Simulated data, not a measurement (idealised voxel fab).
voxel ribs on slabs: a process module
Square cells of 5 nm make up the cross-section cut, whose width is 250 nm.
Bands, listed from the top down, are how a cross-section gets written in this document; the cross-section itself is a grid of square cells, and a band is one or more rows of them. Quick guide to a band line: top height, bottom height (nm) up front; then every material left to right with its width in nm. Only one material and it's marked "edge to edge"? Then it fills the band edge to edge. And "empty" just means empty space. Zero point of the height axis is 0; under it, received wafer = one material. Lowest band: continues down indefinitely, "0 down". With a width like "30 to 40", each row of cells in the band differs from the next by the same amount, the top row carrying the first number and the bottom row the second. Reading "no alteration" for a step: not a cell of the cross-section changed in it. Heads up: "Entrapped void list" only lists the empty pockets with no open path to the top that are 8 cells or more, and it writes them as width x height at distance, distance from the left edge, in nm. The remark found on a step's line after its settings is issued by the simulator itself and pertains to that step. overlay nm: where the mask lay relative to plan, measured to the right, on steps with a mask; negatives go left.

[Planned process steps]
| 1 | RECEIVE, material Si |
| 2 | DIRECTIONAL_DEP, material SiO2, thk nm 30 |
| 3 | DIRECTIONAL_DEP, material polySi, thk nm 20 |
| 4 | PATTERN, tone cover, mask id RIB, material resist, width nm 30, thk nm 15, overlay nm 0 |
| 5 | DIRECTIONAL_ETCH, etch materials polySi, depth nm 5 |
| 6 | STRIP, etch materials resist |
| 7 | PATTERN, tone cover, mask id SLAB, material resist, width nm 80, thk nm 15, overlay nm 0 |
| 8 | DIRECTIONAL_ETCH, etch materials polySi, depth nm 15 |
| 9 | STRIP, etch materials resist |
| 10 | FILL_DEP, material SiO2, thk nm 15 |
| 11 | CMP, height nm 60 |
| 12 | DIRECTIONAL_DEP, material W, thk nm 10 |
| 13 | PATTERN, tone cover, mask id HEATER, material resist, width nm 40, thk nm 20, overlay nm 0 |
| 14 | DIRECTIONAL_ETCH, etch materials W, depth nm 10 |
| 15 | STRIP, etch materials resist |
| 16 | CONFORMAL_DEP, material SiO2, thk nm 5 |

[Concerning the first of two wafers, which was run in accordance with the plan]

[Wafer as received: cross-section following step 1]
0 down | Si edge to edge
Entrapped void list: none

[after step 2]
30 to 0 | SiO2 edge to edge
Anything lower than 0 is untouched.

[after step 3]
50 to 30 | polySi edge to edge
Anything lower than 30 is untouched.

[after step 4]
65 to 50 | empty: 110, resist: 30, empty: 110
Anything lower than 50 is untouched.

[after step 5]
65 to 50 | empty: 110, resist: 30, empty: 110
50 to 45 | empty: 110, polySi: 30, empty: 110
Anything lower than 45 is untouched.

[after step 6]
50 to 45 | empty: 110, polySi: 30, empty: 110
Anything lower than 45 is untouched.

[after step 7]
65 to 50 | empty: 85, resist: 80, empty: 85
50 to 45 | empty: 85, resist: 25, polySi: 30, resist: 25, empty: 85
Anything lower than 45 is untouched.

[after step 8]
65 to 50 | empty: 85, resist: 80, empty: 85
50 to 45 | empty: 85, resist: 25, polySi: 30, resist: 25, empty: 85
45 to 30 | empty: 85, polySi: 80, empty: 85
Anything lower than 30 is untouched.

[after step 9]
50 to 45 | empty: 110, polySi: 30, empty: 110
Anything lower than 45 is untouched.

[after step 10]
65 to 50 | SiO2 edge to edge
50 to 45 | SiO2: 110, polySi: 30, SiO2: 110
45 to 30 | SiO2: 85, polySi: 80, SiO2: 85
Anything lower than 30 is untouched.

[after step 11]
60 to 50 | SiO2 edge to edge
Anything lower than 50 is untouched.

[after step 12]
70 to 60 | W edge to edge
Anything lower than 60 is untouched.

[after step 13]
90 to 70 | empty: 105, resist: 40, empty: 105
Anything lower than 70 is untouched.

[after step 14]
90 to 70 | empty: 105, resist: 40, empty: 105
70 to 60 | empty: 105, W: 40, empty: 105
Anything lower than 60 is untouched.

[after step 15]
70 to 60 | empty: 105, W: 40, empty: 105
Anything lower than 60 is untouched.

[after step 16]
75 to 70 | empty: 100, SiO2: 50, empty: 100
70 to 65 | empty: 100, SiO2: 5, W: 40, SiO2: 5, empty: 100
65 to 60 | SiO2: 105, W: 40, SiO2: 105
Anything lower than 60 is untouched.

[The second wafer was prepared from the same starting point and under the same plan as the first; its processing contained one mistake, and it remains indistinguishable from the first wafer up to and including step 1]

[Cross-section of the second wafer at the time by which step 2 should have been completed according to the plan]
20 to 0 | polySi edge to edge
Anything lower than 0 is untouched.

[Cross-section of the second wafer at the time by which step 3 should have been completed according to the plan]
50 to 20 | SiO2 edge to edge
Anything lower than 20 is untouched.

[Cross-section of the second wafer at the time by which step 4 should have been completed according to the plan]
65 to 50 | empty: 110, resist: 30, empty: 110
Anything lower than 50 is untouched.

Cross-section of the second wafer at the time by which step 5 should have been completed according to the plan: no alteration

[Cross-section of the second wafer at the time by which step 6 should have been completed according to the plan]
50 to 20 | SiO2 edge to edge
Anything lower than 20 is untouched.

[Cross-section of the second wafer at the time by which step 7 should have been completed according to the plan]
65 to 50 | empty: 85, resist: 80, empty: 85
Anything lower than 50 is untouched.

Cross-section of the second wafer at the time by which step 8 should have been completed according to the plan: no alteration

[Cross-section of the second wafer at the time by which step 9 should have been completed according to the plan]
50 to 20 | SiO2 edge to edge
Anything lower than 20 is untouched.

[Cross-section of the second wafer at the time by which step 10 should have been completed according to the plan]
65 to 20 | SiO2 edge to edge
Anything lower than 20 is untouched.

[Cross-section of the second wafer at the time by which step 11 should have been completed according to the plan]
60 to 20 | SiO2 edge to edge
Anything lower than 20 is untouched.

[Cross-section of the second wafer at the time by which step 12 should have been completed according to the plan]
70 to 60 | W edge to edge
Anything lower than 60 is untouched.

[Cross-section of the second wafer at the time by which step 13 should have been completed according to the plan]
90 to 70 | empty: 105, resist: 40, empty: 105
Anything lower than 70 is untouched.

[Cross-section of the second wafer at the time by which step 14 should have been completed according to the plan]
90 to 70 | empty: 105, resist: 40, empty: 105
70 to 60 | empty: 105, W: 40, empty: 105
Anything lower than 60 is untouched.

[Cross-section of the second wafer at the time by which step 15 should have been completed according to the plan]
70 to 60 | empty: 105, W: 40, empty: 105
Anything lower than 60 is untouched.

[Cross-section of the second wafer at the time by which step 16 should have been completed according to the plan]
75 to 70 | empty: 100, SiO2: 50, empty: 100
70 to 65 | empty: 100, SiO2: 5, W: 40, SiO2: 5, empty: 100
65 to 60 | SiO2: 105, W: 40, SiO2: 105
Anything lower than 60 is untouched.
The plan and the run diverged here: steps 2 and 3 traded places in the executed sequence
Per the end-of-run cell counts, the second wafer holds more or fewer of some materials than the first: SiO2: 146 fewer; polySi: 146 more
